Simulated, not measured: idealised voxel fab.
Process module in this document: voxel wiring stack
Shown is cross-section cut, with a width of 205 nm and square cells of size 5 nm.
A cross-section is written here as square cells arranged in a grid, and it is given in bands from the top down, each band taking up one or more rows of cells.
Look at the band entry: it leads with the top's height and the bottom's height in nm. Then it lists the materials left to right, with a width in nm for each. The word "everywhere" on a single material says that material fills the band edge to edge. The word "air" is empty space.
Ref level 0: as-received wafer is one material below here. Bottom band extends down with no lower bound ("z 0 and below").
Width spec "30..40" -> top row of cells at first value, bottom row at second value, equal per-row change in between.
Key: "changes: none" - step with no changed cell in the cross-section.
Entry "closed voids". Content: empty spaces with no open connection to the top, size 8 cells or greater. Each: width x height at distance. Distance: from left edge. Unit: nm.
Post-settings text on a step line: simulator's own remark regarding the step.
overlay nm, on a step with a mask: how far to the right of its planned place the mask lay; to the left if negative

This section lists the process steps that were planned
1 op RECEIVE | material Si
2 op CONFORMAL_DEP | material SiO2 | thk nm 10
3 op CONFORMAL_DEP | material SiCN | thk nm 5
4 op DIRECTIONAL_DEP | material SiO2 | thk nm 25
5 op PATTERN | tone open | mask id METAL_1 | material resist | width nm 25 | pitch nm 40 | thk nm 20 | overlay nm 0
6 op DIRECTIONAL_ETCH | etch materials SiO2 | depth nm 25
7 op DIRECTIONAL_ETCH | etch materials SiCN | depth nm 5
8 op STRIP | etch materials resist
9 op CONFORMAL_DEP | material TiN | thk nm 5
10 op FILL_DEP | material Cu | thk nm 10
11 op CMP | height nm 40
12 op CONFORMAL_DEP | material SiCN | thk nm 5
13 op DIRECTIONAL_DEP | material SiO2 | thk nm 15
14 op DIRECTIONAL_DEP | material aC | thk nm 15
15 op PATTERN | tone open | mask id PLUG_1 | material resist | width nm 15 | thk nm 30 | overlay nm 0
16 op DIRECTIONAL_ETCH | etch materials aC | depth nm 15
17 op STRIP | etch materials resist
18 op DIRECTIONAL_ETCH | etch materials SiO2 | depth nm 15
19 op DIRECTIONAL_ETCH | etch materials SiCN | depth nm 5
20 op STRIP | etch materials aC
21 op EPI | material Ru | thk nm 10
22 op EPI | material Ru | thk nm 10
23 op DIRECTIONAL_DEP | material TiN | thk nm 5
24 op DIRECTIONAL_DEP | material Ru | thk nm 15
25 op DIRECTIONAL_DEP | material aC | thk nm 10
26 op PATTERN | tone cover | mask id METAL_2 | material resist | width nm 25 | pitch nm 40 | thk nm 25 | overlay nm 0
27 op DIRECTIONAL_ETCH | etch materials aC | depth nm 10
28 op STRIP | etch materials resist
29 op DIRECTIONAL_ETCH | etch materials Ru | depth nm 15
30 op DIRECTIONAL_ETCH | etch materials TiN | depth nm 5
31 op STRIP | etch materials aC
32 op CONFORMAL_DEP | material SiCN | thk nm 5
33 op FILL_DEP | material SiO2 | thk nm 10
34 op CMP | height nm 80
35 op CONFORMAL_DEP | material SiN | thk nm 5

Cross-section, incoming material, after step 1
- z 0 and below  Si everywhere
- closed voids: none

Run as planned - first of the two wafers cross-sectioned at the end of the module
- z 85 to 80  SiN everywhere
- z 80 to 65  65 of SiO2, 5 of SiCN, 25 of Ru, 5 of SiCN, 5 of SiO2, 5 of SiCN, 25 of Ru, 5 of SiCN, 65 of SiO2
- z 65 to 60  70 of SiCN, 25 of TiN, 15 of SiCN, 25 of TiN, 70 of SiCN
- z 60 to 45  70 of SiO2, 15 of Ru, 120 of SiO2
- z 45 to 40  70 of SiCN, 15 of Ru, 120 of SiCN
- z 40 to 15  70 of SiO2, 5 of TiN, 15 of Cu, 5 of TiN, 15 of SiO2, 5 of TiN, 15 of Cu, 5 of TiN, 70 of SiO2
- z 15 to 10  70 of SiCN, 25 of TiN, 15 of SiCN, 25 of TiN, 70 of SiCN
- z 10 to 0  SiO2 everywhere
- z 0 and below  Si everywhere
- closed voids: none

Second wafer cross-section at end of module - shared start and plan with the first, one mistake in the run
- z 85 to 80  SiN everywhere
- z 80 to 65  65 of SiO2, 5 of SiCN, 25 of Ru, 5 of SiCN, 5 of SiO2, 5 of SiCN, 25 of Ru, 5 of SiCN, 65 of SiO2
- z 65 to 60  70 of SiCN, 25 of TiN, 15 of SiCN, 25 of TiN, 70 of SiCN
- z 60 to 45  70 of SiO2, 15 of Ru, 120 of SiO2
- z 45 to 40  70 of SiCN, 15 of Ru, 120 of SiCN
- z 40 to 35  75 of TiN, 15 of Cu, 25 of TiN, 15 of Cu, 75 of TiN
- z 35 to 10  70 of SiO2, 5 of TiN, 15 of Cu, 5 of TiN, 15 of SiO2, 5 of TiN, 15 of Cu, 5 of TiN, 70 of SiO2
- z 10 to 5  70 of SiCN, 25 of TiN, 15 of SiCN, 25 of TiN, 70 of SiCN
- z 5 to 0  SiO2 everywhere
- z 0 and below  Si everywhere
- closed voids: none
Run error: step 2: run off-plan, actual operation and settings op CONFORMAL_DEP | material SiO2 | thk nm 5
Counted in cells at the end, the second wafer holds more or fewer of these materials than the first: +6 Cu | -41 SiO2 | +35 TiN
